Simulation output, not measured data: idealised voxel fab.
process module | voxel tone inversion
cross-section cut | 255 nm wide | cells 5 nm
A cross-section is a grid of square cells, given in bands from the top down. A band is one or more rows of cells.
Each band's line starts with the height of the band's top and of its bottom, in nm. Then come its materials from left to right, each with its width in nm. One material with "throughout" fills the band from edge to edge. "air" is empty space.
Height 0 is the level under which the wafer as received is all one material. The lowest band goes on downwards, as in "0 down".
A width such as "30 to 40" changes by the same amount from each row of cells to the next, from the band's top row to its bottom row.
"no change" after a step means that no cell of the cross-section changed.
closed voids: empty space of 8 cells or more with no open way to the top, each as width x height at its distance from the left edge, in nm
after a step's settings: what the simulator itself notes on the step
overlay nm, on a step with a mask: how far to the right of its planned place the mask lay; to the left if negative
plan
1 op RECEIVE | material Si
2 op CONFORMAL_DEP | material SiN | thk nm 5
3 op DIRECTIONAL_DEP | material aC | thk nm 25
4 op PATTERN | tone cover | mask id POSTS | material resist | width nm 15 | pitch nm 35 | thk nm 35 | overlay nm 0
5 op DIRECTIONAL_ETCH | etch materials aC | depth nm 25
6 op STRIP | etch materials resist
7 op FILL_DEP | material lowk | thk nm 10
8 op CMP | height nm 30
9 op STRIP | etch materials aC
10 op CONFORMAL_DEP | material TiN | thk nm 5
11 op FILL_DEP | material Cu | thk nm 10
12 op CMP | height nm 30
13 op CONFORMAL_DEP | material SiN | thk nm 5
as received, after step 1
  0 down: Si throughout
  closed voids: none
a wafer at the end: this start, this plan, one mistake
  25 to 20: SiN throughout
  20 to 10: lowk 100 | TiN 5 | Cu 5 | TiN 5 | lowk 20 | TiN 5 | Cu 5 | TiN 5 | lowk 105
  10 to 5: lowk 100 | TiN 15 | lowk 20 | TiN 15 | lowk 105
  5 to 0: SiN throughout
  0 down: Si throughout
  closed voids: none
what went wrong: step 12 ran as: op CMP | height nm 20
